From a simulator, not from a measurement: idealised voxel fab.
This is a process module. Its name is voxel self aligned contacts.
Shown is cross-section cut, with a width of 200 nm and square cells of size 5 nm.
Throughout this document, each cross-section is represented as a grid of square cells and is presented as a sequence of bands enumerated from the top downward, where a band comprises one or more rows of cells.
Band: top height; bottom height; in nm. Then, left to right: material with width in nm, for each material. "edge to edge": a single material spanning edge to edge. "empty": empty space.
Counting heights begins at 0, where everything beneath is, in the wafer as received, one material. The lowest band has no bottom; it goes on downwards, as "0 and below" shows.
The two numbers in a width such as "30..40" mark its ends across the band: the first belongs to the top row of cells, the second to the bottom row, and from each row to the next the width moves by the same amount.
"stayed the same", as given for a step, is the statement that not any cell of the cross-section underwent a change during that step.
What "Encapsulated voids" gives you is every empty space of 8 cells or more that is cut off from the top. Each appears as width x height at distance, with the distance taken from the left edge and width, height and distance all in nm.
Heads up: the bit after the settings on a step's line is the simulator's remark on that step.
"overlay nm" denotes, for a step that has a mask, the displacement of the mask to the right of its planned place, with negative values corresponding to the left.

## Intended process steps
1. RECEIVE, material Si
2. OXIDIZE, depth nm 5
3. DIRECTIONAL_DEP, material polySi, thk nm 30
4. DIRECTIONAL_DEP, material SiN, thk nm 25
5. MASKED_ETCH, tone cover, mask id GATE, width nm 25, pitch nm 60, etch materials SiN, depth nm 25, overlay nm 0
6. MASKED_ETCH, tone cover, mask id GATE, width nm 25, pitch nm 60, etch materials polySi, depth nm 30, overlay nm 0
7. CONFORMAL_DEP, material SiN, thk nm 10
8. DIRECTIONAL_ETCH, etch materials SiN, depth nm 10
9. FILL_DEP, material SiO2, thk nm 15
10. CMP, height nm 65
11. MASKED_ETCH, tone open, mask id CONTACT, width nm 45, pitch nm 60, etch materials SiO2, depth nm 70, overlay nm 0
12. CONFORMAL_DEP, material TiN, thk nm 5
13. FILL_DEP, material W, thk nm 10
14. CMP, height nm 65
15. CONFORMAL_DEP, material SiCN, thk nm 5

## Cross-section of the wafer upon arrival, representing the state reached after step 1
    0 and below  Si edge to edge
    Encapsulated voids: none

## What the wafer looks like in cross-section after this module, when it starts as shown above and follows the plan above but one mistake is made in running it
    70 down to 65  SiCN edge to edge
    65 down to 55  SiO2 15  TiN 50  W 5  TiN 55  W 5  TiN 50  SiO2 20
    55 down to 30  SiO2 15  TiN 10  SiN 25  TiN 15  W 5  TiN 15  SiN 25  TiN 15  W 5  TiN 15  SiN 25  TiN 10  SiO2 20
    30 down to 15  SiO2 15  TiN 10  polySi 25  TiN 15  W 5  TiN 15  polySi 25  TiN 15  W 5  TiN 15  polySi 25  TiN 10  SiO2 20
    15 down to 10  SiO2 15  TiN 10  polySi 25  TiN 35  polySi 25  TiN 35  polySi 25  TiN 10  SiO2 20
    10 down to 0  TiN 25  polySi 25  TiN 35  polySi 25  TiN 35  polySi 25  TiN 30
    0 down to -5  SiO2 edge to edge
    -5 and below  Si edge to edge
    Encapsulated voids: none
Nonconformance to the process plan: so step 7 ended up running with a different setting than we planned, it ran as CONFORMAL_DEP, material TiN, thk nm 10
